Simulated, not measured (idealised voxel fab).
process module | voxel spacer lines
cross-section cut | 245 nm wide | cells 5 nm
A cross-section is a grid of square cells, given in bands from the top down. A band is one or more rows of cells.
Each band's line starts with the height of the band's top and of its bottom, in nm. Then come its materials from left to right, each with its width in nm. One material with "throughout" fills the band from edge to edge. "air" is empty space.
Height 0 is the level under which the wafer as received is all one material. The lowest band goes on downwards, as in "0 down".
A width such as "30 to 40" changes by the same amount from each row of cells to the next, from the band's top row to its bottom row.
"no change" after a step means that no cell of the cross-section changed.
closed voids: empty space of 8 cells or more with no open way to the top, each as width x height at its distance from the left edge, in nm
after a step's settings: what the simulator itself notes on the step
overlay nm, on a step with a mask: how far to the right of its planned place the mask lay; to the left if negative
plan
1 op RECEIVE | material Si
2 op CONFORMAL_DEP | material Al2O3 | thk nm 5
3 op DIRECTIONAL_DEP | material W | thk nm 20
4 op DIRECTIONAL_DEP | material aC | thk nm 25
5 op PATTERN | tone cover | mask id MANDREL | material resist | width nm 25 | pitch nm 70 | thk nm 30 | overlay nm 0
6 op DIRECTIONAL_ETCH | etch materials aC | depth nm 25
7 op STRIP | etch materials resist
8 op CONFORMAL_DEP | material SiO2 | thk nm 10
9 op DIRECTIONAL_ETCH | etch materials SiO2 | depth nm 10
10 op STRIP | etch materials aC
11 op DIRECTIONAL_ETCH | etch materials W | depth nm 20
12 op STRIP | etch materials SiO2
first wafer, as planned
as received, after step 1
  0 down: Si throughout
  closed voids: none
after step 2
  5 to 0: Al2O3 throughout
  below 0: unchanged
after step 3
  25 to 5: W throughout
  below 5: unchanged
after step 4
  50 to 25: aC throughout
  below 25: unchanged
after step 5
  80 to 50: air 75 | resist 25 | air 45 | resist 25 | air 75
  below 50: unchanged
after step 6
  55 to 50: air 75 | resist 25 | air 45 | resist 25 | air 75
  50 to 25: air 75 | aC 25 | air 45 | aC 25 | air 75
  below 25: unchanged
after step 7
  50 to 25: air 75 | aC 25 | air 45 | aC 25 | air 75
  below 25: unchanged
after step 8
  60 to 50: air 65 | SiO2 45 | air 25 | SiO2 45 | air 65
  50 to 35: air 65 | SiO2 10 | aC 25 | SiO2 10 | air 25 | SiO2 10 | aC 25 | SiO2 10 | air 65
  35 to 25: SiO2 75 | aC 25 | SiO2 45 | aC 25 | SiO2 75
  below 25: unchanged
after step 9
  50 to 25: air 65 | SiO2 10 | aC 25 | SiO2 10 | air 25 | SiO2 10 | aC 25 | SiO2 10 | air 65
  below 25: unchanged
after step 10
  50 to 25: air 65 | SiO2 10 | air 25 | SiO2 10 | air 25 | SiO2 10 | air 25 | SiO2 10 | air 65
  below 25: unchanged
after step 11
  50 to 25: air 65 | SiO2 10 | air 25 | SiO2 10 | air 25 | SiO2 10 | air 25 | SiO2 10 | air 65
  25 to 5: air 65 | W 10 | air 25 | W 10 | air 25 | W 10 | air 25 | W 10 | air 65
  below 5: unchanged
after step 12
  25 to 5: air 65 | W 10 | air 25 | W 10 | air 25 | W 10 | air 25 | W 10 | air 65
  below 5: unchanged
second wafer: like start, like plan, one mistake. Through step 4 it matches the first wafer
when step 5 should have ended
  80 to 50: air 75 | resist 30 | air 40 | resist 30 | air 70
  below 50: unchanged
when step 6 should have ended
  55 to 50: air 75 | resist 30 | air 40 | resist 30 | air 70
  50 to 25: air 75 | aC 30 | air 40 | aC 30 | air 70
  below 25: unchanged
when step 7 should have ended
  50 to 25: air 75 | aC 30 | air 40 | aC 30 | air 70
  below 25: unchanged
when step 8 should have ended
  60 to 50: air 65 | SiO2 50 | air 20 | SiO2 50 | air 60
  50 to 35: air 65 | SiO2 10 | aC 30 | SiO2 10 | air 20 | SiO2 10 | aC 30 | SiO2 10 | air 60
  35 to 25: SiO2 75 | aC 30 | SiO2 40 | aC 30 | SiO2 70
  below 25: unchanged
when step 9 should have ended
  50 to 25: air 65 | SiO2 10 | aC 30 | SiO2 10 | air 20 | SiO2 10 | aC 30 | SiO2 10 | air 60
  below 25: unchanged
when step 10 should have ended
  50 to 25: air 65 | SiO2 10 | air 30 | SiO2 10 | air 20 | SiO2 10 | air 30 | SiO2 10 | air 60
  below 25: unchanged
when step 11 should have ended
  50 to 25: air 65 | SiO2 10 | air 30 | SiO2 10 | air 20 | SiO2 10 | air 30 | SiO2 10 | air 60
  25 to 5: air 65 | W 10 | air 30 | W 10 | air 20 | W 10 | air 30 | W 10 | air 60
  below 5: unchanged
when step 12 should have ended
  25 to 5: air 65 | W 10 | air 30 | W 10 | air 20 | W 10 | air 30 | W 10 | air 60
  below 5: unchanged
what went wrong: step 5 ran as: op PATTERN | tone cover | mask id MANDREL | material resist | width nm 30 | pitch nm 70 | thk nm 30 | overlay nm 0
at the end the second wafer has, in cells: as many of each material as the first, in other places
